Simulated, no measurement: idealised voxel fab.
process module | voxel released beams
cross-section cut | 190 nm wide | cells 5 nm
A cross-section is a grid of square cells, given in bands from the top down. A band is one or more rows of cells.
Each band's line starts with the height of the band's top and of its bottom, in nm. Then come its materials from left to right, each with its width in nm. One material with "throughout" fills the band from edge to edge. "air" is empty space.
Height 0 is the level under which the wafer as received is all one material. The lowest band goes on downwards, as in "0 down".
A width such as "30 to 40" changes by the same amount from each row of cells to the next, from the band's top row to its bottom row.
"no change" after a step means that no cell of the cross-section changed.
closed voids: empty space of 8 cells or more with no open way to the top, each as width x height at its distance from the left edge, in nm
after a step's settings: what the simulator itself notes on the step
overlay nm, on a step with a mask: how far to the right of its planned place the mask lay; to the left if negative
plan
1 op RECEIVE | material Si
2 op CONFORMAL_DEP | material Al2O3 | thk nm 5
3 op DIRECTIONAL_DEP | material SiO2 | thk nm 20
4 op MASKED_ETCH | tone open | mask id ANCHOR | width nm 35 | etch materials SiO2 | depth nm 20 | overlay nm -15
5 op CONFORMAL_DEP | material W | thk nm 15
6 op MASKED_ETCH | tone cover | mask id BEAM | width nm 90 | etch materials W | depth nm 15 | overlay nm 0
7 op STRIP | etch materials SiO2
varied across the wafers: overlay nm of step 4. The plan shows the first wafer's value. All wafers start alike
first wafer as received, after step 1
  0 down: Si throughout
  closed voids: none
first wafer at the end, after step 7
  40 to 25: air 45 | W 5 | air 5 | W 80 | air 55
  25 to 20: air 35 | W 15 | air 5 | W 15 | air 120
  20 to 5: air 35 | W 35 | air 120
  5 to 0: Al2O3 throughout
  0 down: Si throughout
  closed voids: none
last wafer at the end
  40 to 25: air 45 | W 35 | air 5 | W 50 | air 55
  25 to 20: air 65 | W 15 | air 5 | W 15 | air 90
  20 to 5: air 65 | W 35 | air 90
  5 to 0: Al2O3 throughout
  0 down: Si throughout
  closed voids: none
each wafer at the end: cells of each material gained (+) or lost (-) since it was received, then its closed voids
overlay nm -15 | +38 Al2O3 | +78 W | closed voids: none
overlay nm -10 | +38 Al2O3 | +78 W | closed voids: none
overlay nm -5 | +38 Al2O3 | +78 W | closed voids: none
overlay nm 0 | +38 Al2O3 | +78 W | closed voids: none
overlay nm 5 | +38 Al2O3 | +78 W | closed voids: none
overlay nm 10 | +38 Al2O3 | +78 W | closed voids: none
overlay nm 15 | +38 Al2O3 | +78 W | closed voids: none
